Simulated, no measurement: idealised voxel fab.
You're looking at the process module voxel capacitor over wiring.
Xsec cut, 215 nm wide, square cell size 5 nm.
Each cross-section below is a grid of square cells, stated as bands in top-down order, with one or more rows of cells making up each band.
Each band's line starts with the height of the band's top and of its bottom, in nm. Then come its materials from left to right, each with its width in nm. One material with "all across" fills the band from edge to edge. "air" is empty space.
Height 0 is the level under which the wafer as received is all one material. The lowest band goes on downwards, as in "0 and below".
Top row gets the first number, bottom row gets the second, and each row in between changes by the same step: that is how a band width like "30 to 40" works.
No cell of the cross-section changed in a step that is given as "identical to before".
Under "Voids lacking openings" you'll find the enclosed gaps, the ones with no way out to the top, that are 8 cells or bigger; each reads width x height at distance, with distance counted from the left edge, everything in nm.
Whatever follows a step's settings on its line is a remark the simulator itself makes about that step.
Among the settings permitted on a step's line is "overlay nm"; applied to a step with a mask, it specifies the extent to which the mask lay to the right of its planned position, whereas a negative figure signifies a position to the left.
### Set out below are the planned steps of the process
1,RECEIVE, material Si
2,CONFORMAL_DEP, material SiO2, thk nm 10
3,DIRECTIONAL_DEP, material TiN, thk nm 5
4,DIRECTIONAL_DEP, material W, thk nm 15
5,PATTERN, tone cover, mask id METAL_1, material resist, width nm 25, pitch nm 95, thk nm 20, overlay nm 0
6,DIRECTIONAL_ETCH, etch materials W, depth nm 15
7,DIRECTIONAL_ETCH, etch materials TiN, depth nm 5
8,STRIP, etch materials resist
9,CONFORMAL_DEP, material SiN, thk nm 5
10,FILL_DEP, material lowk, thk nm 5
11,CMP, height nm 30
12,CONFORMAL_DEP, material SiCN, thk nm 5
13,DIRECTIONAL_DEP, material lowk, thk nm 10
14,PATTERN, tone open, mask id PLUG_1, material resist, width nm 15, thk nm 20, overlay nm 0
15,DIRECTIONAL_ETCH, etch materials lowk, depth nm 10
16,DIRECTIONAL_ETCH, etch materials SiCN, depth nm 5
17,STRIP, etch materials resist
18,CONFORMAL_DEP, material TiN, thk nm 5
19,FILL_DEP, material Ru, thk nm 10
20,CMP, height nm 45
21,DIRECTIONAL_DEP, material TiN, thk nm 10
22,DIRECTIONAL_DEP, material SiN, thk nm 5
23,DIRECTIONAL_DEP, material TiN, thk nm 5
24,MASKED_ETCH, tone cover, mask id UPPER_PLATE, width nm 75, etch materials TiN, depth nm 5, overlay nm 0
25,MASKED_ETCH, tone cover, mask id UPPER_PLATE, width nm 75, etch materials SiN, depth nm 5, overlay nm 0
26,DIRECTIONAL_DEP, material aC, thk nm 10
27,PATTERN, tone cover, mask id LOWER_PLATE, material resist, width nm 85, thk nm 30, overlay nm 0
28,DIRECTIONAL_ETCH, etch materials aC, depth nm 10
29,STRIP, etch materials resist
30,DIRECTIONAL_ETCH, etch materials TiN, depth nm 10
31,STRIP, etch materials aC
32,FILL_DEP, material SiO2, thk nm 15
33,CMP, height nm 75
34,PATTERN, tone open, mask id PLUG_2, material resist, width nm 15, thk nm 20, overlay nm 0
35,DIRECTIONAL_ETCH, etch materials SiO2, depth nm 10
36,STRIP, etch materials resist
37,CONFORMAL_DEP, material TiN, thk nm 5
38,FILL_DEP, material Ru, thk nm 5
39,CMP, height nm 75
40,CONFORMAL_DEP, material SiCN, thk nm 5
### Wafer cross-section on receipt, i.e. after step 1
- 0 and below  Si all across
- Voids lacking openings: none
### End-of-module cross-section of the first of two wafers, processed as planned
- 80 down to 75  SiCN all across
- 75 down to 70  65 nm SiO2 | 5 nm TiN | 5 nm Ru | 5 nm TiN | 135 nm SiO2
- 70 down to 60  65 to 55 nm SiO2 | 15 to 75 nm TiN | 135 to 85 nm SiO2
- 60 down to 55  55 nm SiO2 | 75 nm SiN | 85 nm SiO2
- 55 down to 45  50 nm SiO2 | 85 nm TiN | 80 nm SiO2
- 45 down to 35  55 nm lowk | 5 nm TiN | 5 nm Ru | 5 nm TiN | 145 nm lowk
- 35 down to 30  55 nm SiCN | 15 nm TiN | 145 nm SiCN
- 30 down to 15  40 nm lowk | 5 nm SiN | 25 nm W | 5 nm SiN | 60 nm lowk | 5 nm SiN | 25 nm W | 5 nm SiN | 45 nm lowk
- 15 down to 10  45 nm SiN | 25 nm TiN | 70 nm SiN | 25 nm TiN | 50 nm SiN
- 10 down to 0  SiO2 all across
- 0 and below  Si all across
- Voids lacking openings: none
### End-of-module cross-section of the second wafer: identical starting point and process plan to the first, with one processing mistake
- 80 down to 75  SiCN all across
- 75 down to 70  65 nm SiO2 | 5 nm TiN | 5 nm Ru | 5 nm TiN | 135 nm SiO2
- 70 down to 60  65 to 55 nm SiO2 | 15 to 75 nm TiN | 135 to 85 nm SiO2
- 60 down to 55  55 nm SiO2 | 75 nm SiN | 85 nm SiO2
- 55 down to 45  50 nm SiO2 | 85 nm TiN | 80 nm SiO2
- 45 down to 35  55 nm lowk | 5 nm TiN | 5 nm Ru | 5 nm TiN | 145 nm lowk
- 35 down to 30  55 nm SiCN | 15 nm TiN | 145 nm SiCN
- 30 down to 15  50 nm lowk | 5 nm SiN | 25 nm W | 5 nm SiN | 60 nm lowk | 5 nm SiN | 25 nm W | 5 nm SiN | 35 nm lowk
- 15 down to 10  55 nm SiN | 25 nm TiN | 70 nm SiN | 25 nm TiN | 40 nm SiN
- 10 down to 0  SiO2 all across
- 0 and below  Si all across
- Voids lacking openings: none
Heads up, the wafer didn't run the way we planned it: step 5 ran as: PATTERN, tone cover, mask id METAL_1, material resist, width nm 25, pitch nm 95, thk nm 20, overlay nm 10
Both wafers, final: cells per material equal; arrangement not.
